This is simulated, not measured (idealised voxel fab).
Presented below is a process module, voxel ribs on slabs.
285 nm wide, 5 nm square cells: that's cross-section cut.
Notation: cross-section as square-cell grid; stated in bands, top first, going down; one or more cell rows per band.
Band: top height; bottom height; in nm. Then, left to right: material with width in nm, for each material. "everywhere": a single material spanning edge to edge. "air": empty space.
Ref level 0: as-received wafer is one material below here. Bottom band extends down with no lower bound ("0 nm and below").
A width given as "30..40" starts at the first number in the band's top row and ends at the second number in its bottom row, shifting by an equal amount at every step from row to row.
"no change occurred" (step): cross-section cells unchanged, all of them.
The label "Non-vented voids" introduces a list of the empty spaces, 8 cells or larger, that have no open way up to the top; each entry in it reads width x height at distance, where the distance is taken from the left edge and all three are stated in nm.
after a step's settings: what the simulator itself notes on the step
The setting "overlay nm" may be written on the line of a step. When the step uses a mask, the value reports how far to the right of the planned place the mask lay, and a negative value reports that it lay to the left.
So here's the lineup of process steps we planned
- 1: RECEIVE [material Si]
- 2: DIRECTIONAL_DEP [material SiO2] [thk nm 20]
- 3: DIRECTIONAL_DEP [material polySi] [thk nm 25]
- 4: PATTERN [tone cover] [mask id RIB] [material resist] [width nm 30] [thk nm 20] [overlay nm 0]
- 5: DIRECTIONAL_ETCH [etch materials polySi] [depth nm 5]
- 6: STRIP [etch materials resist]
- 7: PATTERN [tone cover] [mask id SLAB] [material resist] [width nm 60] [thk nm 15] [overlay nm 0]
- 8: DIRECTIONAL_ETCH [etch materials polySi] [depth nm 20]
- 9: STRIP [etch materials resist]
- 10: FILL_DEP [material SiO2] [thk nm 30]
- 11: CMP [height nm 65]
- 12: DIRECTIONAL_DEP [material W] [thk nm 10]
- 13: PATTERN [tone cover] [mask id HEATER] [material resist] [width nm 40] [thk nm 15] [overlay nm 0]
- 14: DIRECTIONAL_ETCH [etch materials W] [depth nm 10]
- 15: STRIP [etch materials resist]
- 16: CONFORMAL_DEP [material SiN] [thk nm 5]
As received, after step 1
    0 nm and below = Si everywhere
    Non-vented voids: none
Cross-sectional view of the first of the two wafers upon completion of the module, processed in accordance with the plan
    80 nm to 75 nm = 115 air / 50 SiN / 120 air
    75 nm to 70 nm = 115 air / 5 SiN / 40 W / 5 SiN / 120 air
    70 nm to 65 nm = 120 SiN / 40 W / 125 SiN
    65 nm to 45 nm = SiO2 everywhere
    45 nm to 40 nm = 125 SiO2 / 30 polySi / 130 SiO2
    40 nm to 20 nm = 110 SiO2 / 60 polySi / 115 SiO2
    20 nm to 0 nm = SiO2 everywhere
    0 nm and below = Si everywhere
    Non-vented voids: none
Cross-sectional view: second of two wafers, end of module; start and plan identical to the first, one mistake in running
    80 nm to 75 nm = 115 air / 50 SiN / 120 air
    75 nm to 70 nm = 115 air / 5 SiN / 40 W / 5 SiN / 120 air
    70 nm to 65 nm = 120 SiN / 40 W / 125 SiN
    65 nm to 45 nm = SiO2 everywhere
    45 nm to 40 nm = 120 SiO2 / 40 polySi / 125 SiO2
    40 nm to 20 nm = 110 SiO2 / 60 polySi / 115 SiO2
    20 nm to 0 nm = SiO2 everywhere
    0 nm and below = Si everywhere
    Non-vented voids: none
Want to know what went wrong? heads up, step 4 didn't go per plan, it actually ran as PATTERN [tone cover] [mask id RIB] [material resist] [width nm 40] [thk nm 20] [overlay nm 0]
FYI, end of process, the second wafer has more or fewer cells of some materials than the first: -2 SiO2 | +2 polySi
